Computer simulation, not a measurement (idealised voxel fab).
The process module that follows is named voxel ribs on slabs.
Section shown: cut. Width: 285 nm. Cell size: 5 nm, square.
If you're reading a cross-section in this doc, picture square cells in a grid; it comes to you as bands, top ones listed first down to the bottom, and a band can be one or more rows of cells. It is stipulated that each band's entry specify, in nanometres, the height of the top of the band and then that of its bottom, followed by the materials of the band in left-to-right sequence, each together with its width in nanometres. A single material marked by the word "everywhere" is understood to fill the band from edge to edge; the word "air" is understood to denote empty space. Height 0 is the level under which the wafer as received is all one material. The lowest band goes on downwards, as in "0 and below". A two-number width, for instance "30..40", indicates that the width is equal to the first number in the top row of the band and to the second number in the bottom row, and that it changes by a constant amount per row of cells. It should be understood that the words "remained unchanged", when stated for a given step, signify that the cross-section underwent no change in any of its cells during that step. Any empty space of 8 cells or more lacking an open way to the top shows up in "Encapsulated voids" as width x height at distance, distance from the left edge, in nm. Heads up: the bit after the settings on a step's line is the simulator's remark on that step. overlay nm: how far to the right of its planned place the mask lay on this masked step (negative: to the left).

STEPS IN THE PROCESS PLAN
1. RECEIVE (material Si)
2. DIRECTIONAL_DEP (material SiO2; thk nm 20)
3. DIRECTIONAL_DEP (material SiN; thk nm 20)
4. MASKED_ETCH (tone cover; mask id RIB; width nm 15; etch materials SiN; depth nm 10; overlay nm 0)
5. PATTERN (tone cover; mask id SLAB; material resist; width nm 60; thk nm 20; overlay nm 0)
6. DIRECTIONAL_ETCH (etch materials SiN; depth nm 10)
7. STRIP (etch materials resist)
8. FILL_DEP (material SiO2; thk nm 20)
9. CMP (height nm 55)
10. DIRECTIONAL_DEP (material W; thk nm 10)
11. MASKED_ETCH (tone cover; mask id HEATER; width nm 30; etch materials W; depth nm 10; overlay nm 0)
12. CONFORMAL_DEP (material SiO2; thk nm 10)
Heads up: all these wafers start the same, and what changes between them is the width nm in step 4. The value you see in the plan is just what the first wafer got.

FIRST WAFER OF SEVERAL, AS RECEIVED: CROSS-SECTION AFTER STEP 1
* 0 and below = Si everywhere
* Encapsulated voids: none

LAST STEP OF THE MODULE IS STEP 12; AFTER IT, THE FIRST OF SEVERAL WAFERS IN CROSS-SECTION
* 75 down to 65 = 115 air / 50 SiO2 / 120 air
* 65 down to 55 = 125 SiO2 / 30 W / 130 SiO2
* 55 down to 40 = SiO2 everywhere
* 40 down to 30 = 135 SiO2 / 15 SiN / 135 SiO2
* 30 down to 20 = 110 SiO2 / 60 SiN / 115 SiO2
* 20 down to 0 = SiO2 everywhere
* 0 and below = Si everywhere
* Encapsulated voids: none

LAST-WAFER CROSS-SECTION AT THE END OF THE MODULE
* 75 down to 65 = 115 air / 50 SiO2 / 120 air
* 65 down to 55 = 125 SiO2 / 30 W / 130 SiO2
* 55 down to 40 = SiO2 everywhere
* 40 down to 30 = 125 SiO2 / 35 SiN / 125 SiO2
* 30 down to 20 = 110 SiO2 / 60 SiN / 115 SiO2
* 20 down to 0 = SiO2 everywhere
* 0 and below = Si everywhere
* Encapsulated voids: none

END OF MODULE, BY WAFER: MATERIAL-BY-MATERIAL CELL GAIN (+) OR LOSS (-) SINCE RECEIPT, THEN CLOSED VOIDS
width nm 15 | +30 SiN | +719 SiO2 | +12 W | Encapsulated voids: none
width nm 20 | +32 SiN | +717 SiO2 | +12 W | Encapsulated voids: none
width nm 25 | +34 SiN | +715 SiO2 | +12 W | Encapsulated voids: none
width nm 30 | +36 SiN | +713 SiO2 | +12 W | Encapsulated voids: none
width nm 35 | +38 SiN | +711 SiO2 | +12 W | Encapsulated voids: none
